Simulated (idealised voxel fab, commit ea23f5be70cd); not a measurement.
This is a process module. Its name is voxel wiring stack.
We display cut, a cross-section 220 nm in width whose square cells are each 5 nm.
A cross-section is a grid of square cells, given in bands from the top down. A band is one or more rows of cells.
For a band, the entry starts with two heights in nm, that of the top and then that of the bottom, and carries on with the band's materials in order from left to right, each alongside its width in nm; the word "everywhere" beside a single material means it fills the band edge to edge, and "blank" means empty space.
The level at which height equals 0 is the one under which the wafer, as it arrives, is entirely one material. No lower edge exists for the bottom band, which continues downward and is notated as in "0 nm and below".
The width entry "30 to 40" should be interpreted row by row: the top row of cells in the band takes the first number, the bottom row takes the second number, and the change between adjacent rows is uniform throughout.
Basically "remained unchanged" means that step didn't change any cell in the cross-section.
"Closed void list" means: voids of 8 cells or more that are shut off from the top with no open way through. Written width x height at distance, distance from the left edge, in nm.
Past the settings on a step's line: simulator remark, on that step.
When a step includes a mask, the "overlay nm" setting on its line states how far to the right of its planned place that mask lay, and negative values state how far to the left.
Set out below are the planned steps of the process:
- 1: RECEIVE,material Si
- 2: CONFORMAL_DEP,material SiO2,thk nm 10
- 3: DIRECTIONAL_DEP,material TiN,thk nm 5
- 4: DIRECTIONAL_DEP,material Ru,thk nm 15
- 5: MASKED_ETCH,tone cover,mask id METAL_1,width nm 30,pitch nm 50,etch materials Ru,depth nm 15,overlay nm 0
- 6: MASKED_ETCH,tone cover,mask id METAL_1,width nm 30,pitch nm 50,etch materials TiN,depth nm 5,overlay nm 0
- 7: FILL_DEP,material lowk,thk nm 5
- 8: CMP,height nm 30
- 9: CONFORMAL_DEP,material SiCN,thk nm 5
- 10: DIRECTIONAL_DEP,material lowk,thk nm 10
- 11: MASKED_ETCH,tone open,mask id PLUG_1,width nm 15,pitch nm 50,etch materials lowk,depth nm 10,overlay nm 0
- 12: MASKED_ETCH,tone open,mask id PLUG_1,width nm 15,pitch nm 50,etch materials SiCN,depth nm 5,overlay nm 0
- 13: EPI,material Ru,thk nm 10
- 14: EPI,material Ru,thk nm 5
- 15: DIRECTIONAL_DEP,material TiN,thk nm 5
- 16: DIRECTIONAL_DEP,material Ru,thk nm 20
- 17: DIRECTIONAL_DEP,material aC,thk nm 10
- 18: PATTERN,tone cover,mask id METAL_2,material resist,width nm 30,pitch nm 50,thk nm 30,overlay nm 0
- 19: DIRECTIONAL_ETCH,etch materials aC,depth nm 10
- 20: STRIP,etch materials resist
- 21: DIRECTIONAL_ETCH,etch materials Ru,depth nm 20
- 22: DIRECTIONAL_ETCH,etch materials TiN,depth nm 5
- 23: STRIP,etch materials aC
- 24: CONFORMAL_DEP,material SiN,thk nm 5
- 25: FILL_DEP,material SiO2,thk nm 5
- 26: CMP,height nm 70
- 27: CONFORMAL_DEP,material SiCN,thk nm 5
- 28: DIRECTIONAL_DEP,material lowk,thk nm 20
- 29: PATTERN,tone open,mask id PLUG_2,material resist,width nm 15,pitch nm 50,thk nm 20,overlay nm 0
- 30: DIRECTIONAL_ETCH,etch materials lowk,depth nm 20
- 31: DIRECTIONAL_ETCH,etch materials SiCN,depth nm 5
- 32: STRIP,etch materials resist
- 33: EPI,material Ru,thk nm 10
- 34: EPI,material Ru,thk nm 10
- 35: EPI,material Ru,thk nm 5
- 36: CONFORMAL_DEP,material SiCN,thk nm 5
- 37: DIRECTIONAL_DEP,material lowk,thk nm 25
- 38: MASKED_ETCH,tone open,mask id METAL_3,width nm 30,pitch nm 50,etch materials lowk,depth nm 25,overlay nm 0
- 39: MASKED_ETCH,tone open,mask id METAL_3,width nm 30,pitch nm 50,etch materials SiCN,depth nm 5,overlay nm 0
- 40: CONFORMAL_DEP,material TiN,thk nm 5
- 41: FILL_DEP,material W,thk nm 5
- 42: CMP,height nm 125
- 43: EPI,material Ru,thk nm 5
- 44: FILL_DEP,material SiCN,thk nm 5
Cross-section of the wafer at receipt, which is the condition after step 1:
  0 nm and below: Si everywhere
  Closed void list: none
Final cross-section, module run with one mistake (start and plan as above):
  135 nm to 130 nm: SiCN everywhere
  130 nm to 125 nm: 30 SiCN, then 40 Ru, then 10 SiCN, then 40 Ru, then 10 SiCN, then 40 Ru, then 50 SiCN
  125 nm to 105 nm: 35 lowk, then 5 TiN, then 20 W, then 5 TiN, then 20 lowk, then 5 TiN, then 20 W, then 5 TiN, then 20 lowk, then 5 TiN, then 20 W, then 5 TiN, then 55 lowk
  105 nm to 100 nm: 35 lowk, then 15 TiN, then 10 W, then 5 TiN, then 20 lowk, then 15 TiN, then 10 W, then 5 TiN, then 20 lowk, then 15 TiN, then 10 W, then 5 TiN, then 55 lowk
  100 nm to 95 nm: 45 SiCN, then 20 TiN, then 30 SiCN, then 20 TiN, then 30 SiCN, then 20 TiN, then 55 SiCN
  95 nm to 75 nm: 45 lowk, then 15 Ru, then 35 lowk, then 15 Ru, then 35 lowk, then 15 Ru, then 60 lowk
  75 nm to 70 nm: 45 SiCN, then 15 Ru, then 35 SiCN, then 15 Ru, then 35 SiCN, then 15 Ru, then 60 SiCN
  70 nm to 50 nm: 40 SiO2, then 5 SiN, then 30 Ru, then 5 SiN, then 10 SiO2, then 5 SiN, then 30 Ru, then 5 SiN, then 10 SiO2, then 5 SiN, then 30 Ru, then 5 SiN, then 40 SiO2
  50 nm to 45 nm: 45 SiN, then 30 TiN, then 20 SiN, then 30 TiN, then 20 SiN, then 30 TiN, then 45 SiN
  45 nm to 35 nm: 45 lowk, then 15 Ru, then 35 lowk, then 15 Ru, then 35 lowk, then 15 Ru, then 60 lowk
  35 nm to 30 nm: 45 SiCN, then 15 Ru, then 35 SiCN, then 15 Ru, then 35 SiCN, then 15 Ru, then 60 SiCN
  30 nm to 15 nm: 45 lowk, then 30 Ru, then 20 lowk, then 30 Ru, then 20 lowk, then 30 Ru, then 45 lowk
  15 nm to 10 nm: 45 lowk, then 30 TiN, then 20 lowk, then 30 TiN, then 20 lowk, then 30 TiN, then 45 lowk
  10 nm to 0 nm: SiO2 everywhere
  0 nm and below: Si everywhere
  Closed void list: none
Here's what went sideways: note that step 38 departed from the planned setting and was carried out as MASKED_ETCH,tone open,mask id METAL_3,width nm 30,pitch nm 50,etch materials lowk,depth nm 25,overlay nm -10
